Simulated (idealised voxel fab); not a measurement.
process module | voxel fin reveal
cross-section cut | 165 nm wide | cells 5 nm
A cross-section is a grid of square cells, given in bands from the top down. A band is one or more rows of cells.
Each band's line starts with the height of the band's top and of its bottom, in nm. Then come its materials from left to right, each with its width in nm. One material with "throughout" fills the band from edge to edge. "air" is empty space.
Height 0 is the level under which the wafer as received is all one material. The lowest band goes on downwards, as in "0 down".
A width such as "30 to 40" changes by the same amount from each row of cells to the next, from the band's top row to its bottom row.
"no change" after a step means that no cell of the cross-section changed.
closed voids: empty space of 8 cells or more with no open way to the top, each as width x height at its distance from the left edge, in nm
after a step's settings: what the simulator itself notes on the step
overlay nm, on a step with a mask: how far to the right of its planned place the mask lay; to the left if negative
plan
1 op RECEIVE | material Si
2 op CONFORMAL_DEP | material SiN | thk nm 10
3 op DIRECTIONAL_DEP | material aC | thk nm 10
4 op PATTERN | tone cover | mask id FINS | material resist | width nm 15 | pitch nm 40 | thk nm 25 | overlay nm 0
5 op DIRECTIONAL_ETCH | etch materials aC | depth nm 10
6 op STRIP | etch materials resist
7 op DIRECTIONAL_ETCH | etch materials SiN | depth nm 10
8 op DIRECTIONAL_ETCH | etch materials Si | depth nm 35
9 op STRIP | etch materials aC
10 op OXIDIZE | depth nm 5
11 op FILL_DEP | material SiO2 | thk nm 10
12 op CMP | height nm 10
13 op SELECTIVE_ETCH | etch materials SiO2 | depth nm 35
14 op STRIP | etch materials SiN
15 op CONFORMAL_DEP | material HfO2 | thk nm 5
first wafer, as planned
as received, after step 1
  0 down: Si throughout
  closed voids: none
after step 2
  10 to 0: SiN throughout
  below 0: unchanged
after step 3
  20 to 10: aC throughout
  below 10: unchanged
after step 4
  45 to 20: air 15 | resist 15 | air 25 | resist 15 | air 25 | resist 15 | air 25 | resist 15 | air 15
  below 20: unchanged
after step 5
  35 to 20: air 15 | resist 15 | air 25 | resist 15 | air 25 | resist 15 | air 25 | resist 15 | air 15
  20 to 10: air 15 | aC 15 | air 25 | aC 15 | air 25 | aC 15 | air 25 | aC 15 | air 15
  below 10: unchanged
after step 6
  20 to 10: air 15 | aC 15 | air 25 | aC 15 | air 25 | aC 15 | air 25 | aC 15 | air 15
  below 10: unchanged
after step 7
  20 to 10: air 15 | aC 15 | air 25 | aC 15 | air 25 | aC 15 | air 25 | aC 15 | air 15
  10 to 0: air 15 | SiN 15 | air 25 | SiN 15 | air 25 | SiN 15 | air 25 | SiN 15 | air 15
  below 0: unchanged
after step 8
  20 to 10: air 15 | aC 15 | air 25 | aC 15 | air 25 | aC 15 | air 25 | aC 15 | air 15
  10 to 0: air 15 | SiN 15 | air 25 | SiN 15 | air 25 | SiN 15 | air 25 | SiN 15 | air 15
  0 to -35: air 15 | Si 15 | air 25 | Si 15 | air 25 | Si 15 | air 25 | Si 15 | air 15
  below -35: unchanged
after step 9
  10 to 0: air 15 | SiN 15 | air 25 | SiN 15 | air 25 | SiN 15 | air 25 | SiN 15 | air 15
  below 0: unchanged
after step 10
  10 to 0: air 15 | SiN 15 | air 25 | SiN 15 | air 25 | SiN 15 | air 25 | SiN 15 | air 15
  0 to -35: air 15 | SiO2 5 | Si 5 | SiO2 5 | air 25 | SiO2 5 | Si 5 | SiO2 5 | air 25 | SiO2 5 | Si 5 | SiO2 5 | air 25 | SiO2 5 | Si 5 | SiO2 5 | air 15
  -35 to -40: SiO2 20 | Si 5 | SiO2 35 | Si 5 | SiO2 35 | Si 5 | SiO2 35 | Si 5 | SiO2 20
  below -40: unchanged
after step 11
  20 to 10: SiO2 throughout
  10 to 0: SiO2 15 | SiN 15 | SiO2 25 | SiN 15 | SiO2 25 | SiN 15 | SiO2 25 | SiN 15 | SiO2 15
  0 to -40: SiO2 20 | Si 5 | SiO2 35 | Si 5 | SiO2 35 | Si 5 | SiO2 35 | Si 5 | SiO2 20
  below -40: unchanged
after step 12
  10 to 0: SiO2 15 | SiN 15 | SiO2 25 | SiN 15 | SiO2 25 | SiN 15 | SiO2 25 | SiN 15 | SiO2 15
  below 0: unchanged
after step 13
  10 to 0: air 15 | SiN 15 | air 25 | SiN 15 | air 25 | SiN 15 | air 25 | SiN 15 | air 15
  0 to -25: air 20 | Si 5 | air 35 | Si 5 | air 35 | Si 5 | air 35 | Si 5 | air 20
  below -25: unchanged
after step 14
  0 to -25: air 20 | Si 5 | air 35 | Si 5 | air 35 | Si 5 | air 35 | Si 5 | air 20
  below -25: unchanged
after step 15
  5 to 0: air 15 | HfO2 15 | air 25 | HfO2 15 | air 25 | HfO2 15 | air 25 | HfO2 15 | air 15
  0 to -20: air 15 | HfO2 5 | Si 5 | HfO2 5 | air 25 | HfO2 5 | Si 5 | HfO2 5 | air 25 | HfO2 5 | Si 5 | HfO2 5 | air 25 | HfO2 5 | Si 5 | HfO2 5 | air 15
  -20 to -25: HfO2 20 | Si 5 | HfO2 35 | Si 5 | HfO2 35 | Si 5 | HfO2 35 | Si 5 | HfO2 20
  below -25: unchanged
second wafer: like start, like plan, one mistake. Through step 14 it matches the first wafer
when step 15 should have ended: no change
what went wrong: step 15 was left out
at the end the second wafer has, in cells: 73 fewer of HfO2
